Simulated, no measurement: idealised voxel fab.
The following is a process module called voxel released beams.
Displayed cross-section: cut, width of 295 nm, square cells sized 5 nm.
We lay out every cross-section as a grid of square cells and spell it out in bands from the top down, where one band means one or more rows of cells.
Band entry format. Leading values: height of top, height of bottom, nm. Remainder: materials in left-to-right order, each with its width in nm. Special words: "full width" on a single material, which then fills the band edge to edge; "blank", empty space.
Heights are measured from 0, the level below which the as-received wafer is all one material; the lowest band has no bottom and continues downward, written as in "0..down".
A width such as "30..40" changes by the same amount from each row of cells to the next, from the band's top row to its bottom row.
What does "nothing different" mean for a step? It means no cell of the cross-section changed in that step.
Under "Closed void listing" you'll find the enclosed gaps, the ones with no way out to the top, that are 8 cells or bigger; each reads width x height at distance, with distance counted from the left edge, everything in nm.
If you see something after the settings on a step's line, that's the simulator's own remark about that step.
overlay nm: right-of-plan distance of the mask on a masked step; negative values mean left-of-plan.

## These are the steps we planned for the process
1. RECEIVE with material Si
2. CONFORMAL_DEP with material Al2O3, thk nm 5
3. DIRECTIONAL_DEP with material SiO2, thk nm 15
4. DIRECTIONAL_DEP with material aC, thk nm 15
5. PATTERN with tone open, mask id ANCHOR, material resist, width nm 40, thk nm 35, overlay nm 0
6. DIRECTIONAL_ETCH with etch materials aC, depth nm 15
7. STRIP with etch materials resist
8. DIRECTIONAL_ETCH with etch materials SiO2, depth nm 15
9. STRIP with etch materials aC
10. CONFORMAL_DEP with material SiN, thk nm 5
11. DIRECTIONAL_DEP with material aC, thk nm 15
12. PATTERN with tone cover, mask id BEAM, material resist, width nm 95, thk nm 30, overlay nm 0
13. DIRECTIONAL_ETCH with etch materials aC, depth nm 15
14. STRIP with etch materials resist
15. DIRECTIONAL_ETCH with etch materials SiN, depth nm 15
16. STRIP with etch materials aC
17. STRIP with etch materials SiO2
Variable across wafers: step 10 thk nm (plan value is that of the first wafer; starting state common to all).

## The first of several wafers, as received after step 1, seen in section
- 0..down = Si full width
- Closed void listing: none

## Cross-section of the first of several wafers, taken after step 17, where the module ends
- 25..20 = 95 of blank  10 of SiN  30 of blank  55 of SiN  105 of blank
- 20..10 = 100 of blank  5 of SiN  30 of blank  5 of SiN  155 of blank
- 10..5 = 100 of blank  40 of SiN  155 of blank
- 5..0 = Al2O3 full width
- 0..down = Si full width
- Closed void listing: none

## Final wafer of several, shown in cross-section at the end of the module
- 50..35 = 95 of blank  95 of SiN  105 of blank
- 35..20 = SiN full width
- 20..5 = 100 of SiO2  40 of SiN  155 of SiO2
- 5..0 = Al2O3 full width
- 0..down = Si full width
- Closed void listing: none

## Gained (+) or lost (-) cells of each material since receipt, then closed voids: one row per wafer, at the end of the module
thk nm 5, +59 Al2O3, +25 SiN, Closed void listing: none
thk nm 10, +59 Al2O3, +50 SiN, Closed void listing: none
thk nm 15, +59 Al2O3, +75 SiN, Closed void listing: none
thk nm 20, +59 Al2O3, +140 SiN, +153 SiO2, Closed void listing: none
thk nm 25, +59 Al2O3, +199 SiN, +153 SiO2, Closed void listing: none
thk nm 30, +59 Al2O3, +258 SiN, +153 SiO2, Closed void listing: none
